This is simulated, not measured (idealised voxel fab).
Herein follows the process module entitled voxel ribs on slabs.
It is cross-section cut that appears here, measuring 265 nm in width, its square cells being 5 nm in size.
Format of a cross-section: grid, square cells. Given as bands. Order: top down. Band: one or more rows of cells.
Per band: top height and bottom height in nm, followed by the left-to-right materials and their widths in nm; "edge to edge" marks a single material spanning edge to edge, "air" marks empty space.
Height is counted from the level 0, under which the received wafer is composed throughout of one material. The lowest of the bands is not closed at the bottom but continues downward, in the notation "0 -> down".
Width "30..40": first value at the band's top row of cells, second value at its bottom row, equal change from row to row.
Where a step carries "remained the same", the cross-section came out of it unchanged, cell for cell.
Closed empty spaces (no open way to the top) of 8 cells or more are what "Listed closed voids" lists, each as width x height at distance from the left edge, nm for all three.
Note: text after step settings on the step line = simulator remark on that step.
The "overlay nm" setting may appear on a step's line; for a step that uses a mask, it gives how far to the right of its planned position the mask lay, and a negative value indicates the left.
Planned process steps
1. RECEIVE with material Si
2. DIRECTIONAL_DEP with material SiO2, thk nm 30
3. DIRECTIONAL_DEP with material polySi, thk nm 20
4. PATTERN with tone cover, mask id RIB, material resist, width nm 30, thk nm 15, overlay nm 0
5. DIRECTIONAL_ETCH with etch materials polySi, depth nm 5
6. STRIP with etch materials resist
7. MASKED_ETCH with tone cover, mask id SLAB, width nm 60, etch materials polySi, depth nm 15, overlay nm 0
8. FILL_DEP with material SiO2, thk nm 20
9. CMP with height nm 60
10. DIRECTIONAL_DEP with material TiN, thk nm 10
11. PATTERN with tone cover, mask id HEATER, material resist, width nm 40, thk nm 15, overlay nm 0
12. DIRECTIONAL_ETCH with etch materials TiN, depth nm 10
13. STRIP with etch materials resist
14. CONFORMAL_DEP with material SiN, thk nm 10
Account of the first of two wafers, which was processed as intended
Cross-section: wafer on arrival = after step 1
    0 -> down  Si edge to edge
    Listed closed voids: none
Step 2 done - wafer cross-section
    30 -> 0  SiO2 edge to edge
    No changes below 0.
Step 3 done - wafer cross-section
    50 -> 30  polySi edge to edge
    No changes below 30.
Step 4 done - wafer cross-section
    65 -> 50  air 115 nm | resist 30 nm | air 120 nm
    No changes below 50.
Step 5 done - wafer cross-section
    65 -> 50  air 115 nm | resist 30 nm | air 120 nm
    50 -> 45  air 115 nm | polySi 30 nm | air 120 nm
    No changes below 45.
Step 6 done - wafer cross-section
    50 -> 45  air 115 nm | polySi 30 nm | air 120 nm
    No changes below 45.
Step 7 done - wafer cross-section
    50 -> 45  air 115 nm | polySi 30 nm | air 120 nm
    45 -> 30  air 100 nm | polySi 60 nm | air 105 nm
    No changes below 30.
Step 8 done - wafer cross-section
    70 -> 50  SiO2 edge to edge
    50 -> 45  SiO2 115 nm | polySi 30 nm | SiO2 120 nm
    45 -> 30  SiO2 100 nm | polySi 60 nm | SiO2 105 nm
    No changes below 30.
Step 9 done - wafer cross-section
    60 -> 50  SiO2 edge to edge
    No changes below 50.
Step 10 done - wafer cross-section
    70 -> 60  TiN edge to edge
    No changes below 60.
Step 11 done - wafer cross-section
    85 -> 70  air 110 nm | resist 40 nm | air 115 nm
    No changes below 70.
Step 12 done - wafer cross-section
    85 -> 70  air 110 nm | resist 40 nm | air 115 nm
    70 -> 60  air 110 nm | TiN 40 nm | air 115 nm
    No changes below 60.
Step 13 done - wafer cross-section
    70 -> 60  air 110 nm | TiN 40 nm | air 115 nm
    No changes below 60.
Step 14 done - wafer cross-section
    80 -> 70  air 100 nm | SiN 60 nm | air 105 nm
    70 -> 60  SiN 110 nm | TiN 40 nm | SiN 115 nm
    No changes below 60.
Now the other wafer: same start, same recipe, but we messed up one thing when running it. Up to and including step 6 it's the same as the first one
Cross-section of the second wafer at the time step 7 of the plan should have ended
    50 -> 45  air 115 nm | polySi 30 nm | air 120 nm
    45 -> 30  air 110 nm | polySi 60 nm | air 95 nm
    No changes below 30.
Cross-section of the second wafer at the time step 8 of the plan should have ended
    70 -> 50  SiO2 edge to edge
    50 -> 45  SiO2 115 nm | polySi 30 nm | SiO2 120 nm
    45 -> 30  SiO2 110 nm | polySi 60 nm | SiO2 95 nm
    No changes below 30.
Cross-section of the second wafer at the time step 9 of the plan should have ended
    60 -> 50  SiO2 edge to edge
    No changes below 50.
Cross-section of the second wafer at the time step 10 of the plan should have ended
    70 -> 60  TiN edge to edge
    No changes below 60.
Cross-section of the second wafer at the time step 11 of the plan should have ended
    85 -> 70  air 110 nm | resist 40 nm | air 115 nm
    No changes below 70.
Cross-section of the second wafer at the time step 12 of the plan should have ended
    85 -> 70  air 110 nm | resist 40 nm | air 115 nm
    70 -> 60  air 110 nm | TiN 40 nm | air 115 nm
    No changes below 60.
Cross-section of the second wafer at the time step 13 of the plan should have ended
    70 -> 60  air 110 nm | TiN 40 nm | air 115 nm
    No changes below 60.
Cross-section of the second wafer at the time step 14 of the plan should have ended
    80 -> 70  air 100 nm | SiN 60 nm | air 105 nm
    70 -> 60  SiN 110 nm | TiN 40 nm | SiN 115 nm
    No changes below 60.
Nonconformance to the process plan: step 7, actual vs plan mismatch, actual run MASKED_ETCH with tone cover, mask id SLAB, width nm 60, etch materials polySi, depth nm 15, overlay nm 10
When the process is done, the second wafer contains the same cell count of every material as the first wafer, but distributed over other locations.
